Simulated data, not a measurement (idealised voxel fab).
Process module, titled voxel tone inversion
The figure presents cross-section cut, which has a width of 285 nm and is divided into square cells with an edge length of 5 nm.
In this document a cross-section is written as a grid of square cells. It is given as a series of bands, listed from the top down, and a band is one or more rows of cells.
Top, bottom (nm), then materials left to right with widths (nm); lone material tagged "full width" fills the whole band edge to edge; "blank" = empty space.
Heights are measured from 0, the level below which the as-received wafer is all one material; the lowest band has no bottom and continues downward, written as in "0 down".
When a width is written as two numbers, as in "30->40", the first number is the width in the top row of cells of the band and the second is the width in its bottom row, and the width changes by the same amount from each row to the next.
"left unchanged" (step): cross-section cells unchanged, all of them.
The list in "Sealed void listing" covers empty spaces of 8 cells or more that cannot reach the top through any open way, and it gives each as width x height at distance; the distance is from the left edge, and width, height and distance are in nm.
Read whatever lies past the settings on a step's line as the simulator's own remark about the step.
What "overlay nm" on a step's line means: if the step has a mask, that mask lay this far to the right of its planned place, or, when the value is negative, to the left.
INTENDED PROCESS STEPS
1 RECEIVE (material Si)
2 CONFORMAL_DEP (material SiCN; thk nm 5)
3 DIRECTIONAL_DEP (material aC; thk nm 20)
4 PATTERN (tone cover; mask id POSTS; material resist; width nm 15; pitch nm 50; thk nm 30; overlay nm 0)
5 DIRECTIONAL_ETCH (etch materials aC; depth nm 20)
6 STRIP (etch materials resist)
7 FILL_DEP (material lowk; thk nm 10)
8 CMP (height nm 25)
9 STRIP (etch materials aC)
10 CONFORMAL_DEP (material TiN; thk nm 5)
11 FILL_DEP (material Ru; thk nm 10)
12 CMP (height nm 25)
13 CONFORMAL_DEP (material SiCN; thk nm 5)
Wafer-to-wafer difference: width nm, step 4. Common start. Plan = first wafer's value.
AS-RECEIVED STATE AFTER STEP 1, FIRST OF SEVERAL WAFERS, CROSS-SECTION
    0 down | Si full width
    Sealed void listing: none
THE FIRST OF SEVERAL WAFERS, SEEN IN CROSS-SECTION AFTER THE MODULE'S LAST STEP, STEP 13
    30 to 25 | SiCN full width
    25 to 10 | lowk 85 nm  TiN 5 nm  Ru 5 nm  TiN 5 nm  lowk 35 nm  TiN 5 nm  Ru 5 nm  TiN 5 nm  lowk 35 nm  TiN 5 nm  Ru 5 nm  TiN 5 nm  lowk 85 nm
    10 to 5 | lowk 85 nm  TiN 15 nm  lowk 35 nm  TiN 15 nm  lowk 35 nm  TiN 15 nm  lowk 85 nm
    5 to 0 | SiCN full width
    0 down | Si full width
    Sealed void listing: none
HERE'S THE LAST WAFER CROSS-SECTIONED AT THE END OF THE MODULE
    30 to 25 | SiCN full width
    25 to 10 | lowk 75 nm  TiN 5 nm  Ru 25 nm  TiN 5 nm  lowk 15 nm  TiN 5 nm  Ru 25 nm  TiN 5 nm  lowk 15 nm  TiN 5 nm  Ru 25 nm  TiN 5 nm  lowk 75 nm
    10 to 5 | lowk 75 nm  TiN 35 nm  lowk 15 nm  TiN 35 nm  lowk 15 nm  TiN 35 nm  lowk 75 nm
    5 to 0 | SiCN full width
    0 down | Si full width
    Sealed void listing: none
GAINED (+) OR LOST (-) CELLS OF EACH MATERIAL SINCE RECEIPT, THEN CLOSED VOIDS: ONE ROW PER WAFER, AT THE END OF THE MODULE
width nm 15 | +9 Ru | +114 SiCN | +27 TiN | +192 lowk | Sealed void listing: none
width nm 20 | +18 Ru | +114 SiCN | +30 TiN | +180 lowk | Sealed void listing: none
width nm 25 | +27 Ru | +114 SiCN | +33 TiN | +168 lowk | Sealed void listing: none
width nm 30 | +36 Ru | +114 SiCN | +36 TiN | +156 lowk | Sealed void listing: none
width nm 35 | +45 Ru | +114 SiCN | +39 TiN | +144 lowk | Sealed void listing: none
